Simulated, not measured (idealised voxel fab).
Process module, titled voxel self aligned contacts
For reference, the cross-section in this document is cut, with width 280 nm and square cells of 5 nm.
Think of the cross-section as a grid of square cells. We describe it in bands, top to bottom, and each band covers one or more rows of those cells.
Per band: top height and bottom height in nm, followed by the left-to-right materials and their widths in nm; "everywhere" marks a single material spanning edge to edge, "blank" marks empty space.
Heads up on the height convention: 0 is the point under which the incoming wafer is all one material, and the lowest band has no bottom, it just keeps going down, like "from 0 down".
Quick explanation for "30 to 40": the width changes in equal steps down the rows of cells, from the first number in the band's top row to the second number in its bottom row.
Key: "stayed the same" - step with no changed cell in the cross-section.
Entry "Enclosed cavities" = empty spaces >= 8 cells with no open way to the top; each as width x height at distance, distance from left edge, all nm.
It should be noted that, on the line of a given step, the content following the step's settings is a remark produced by the simulator itself with respect to that step.
Each step line may optionally specify "overlay nm", which for a step with a mask gives the rightward distance between the mask's planned place and where it lay, a negative value indicating the leftward direction.

The following list gives the planned process steps
1) RECEIVE,material Si
2) CONFORMAL_DEP,material SiO2,thk nm 5
3) DIRECTIONAL_DEP,material polySi,thk nm 20
4) DIRECTIONAL_DEP,material SiN,thk nm 15
5) PATTERN,tone cover,mask id GATE,material resist,width nm 25,pitch nm 50,thk nm 20,overlay nm 0
6) DIRECTIONAL_ETCH,etch materials SiN,depth nm 15
7) DIRECTIONAL_ETCH,etch materials polySi,depth nm 20
8) STRIP,etch materials resist
9) CONFORMAL_DEP,material SiN,thk nm 5
10) DIRECTIONAL_ETCH,etch materials SiN,depth nm 5
11) FILL_DEP,material SiO2,thk nm 15
12) CMP,height nm 45
13) MASKED_ETCH,tone open,mask id CONTACT,width nm 35,etch materials SiO2,depth nm 45,overlay nm 0
14) CONFORMAL_DEP,material TiN,thk nm 5
15) FILL_DEP,material W,thk nm 10
16) CMP,height nm 45
17) CONFORMAL_DEP,material SiCN,thk nm 5

This is the cross-section of the wafer as we received it, i.e. after step 1
* from 0 down: Si everywhere
* Enclosed cavities: none

Final wafer profile in cross-section after the module, from the same start and plan as above, with one mistake made during processing
* from 50 to 45: SiCN everywhere
* from 45 to 40: SiO2 120 nm / TiN 35 nm / SiO2 125 nm
* from 40 to 25: SiN 105 nm / SiO2 15 nm / SiN 35 nm / SiO2 15 nm / SiN 110 nm
* from 25 to 5: polySi 100 nm / SiN 5 nm / SiO2 15 nm / SiN 5 nm / polySi 25 nm / SiN 5 nm / SiO2 15 nm / SiN 5 nm / polySi 105 nm
* from 5 to 0: SiO2 everywhere
* from 0 down: Si everywhere
* Enclosed cavities: none
Which mistake was made when the wafer was run? step 5: run off-plan, actual operation and settings PATTERN,tone open,mask id GATE,material resist,width nm 25,pitch nm 50,thk nm 20,overlay nm 0
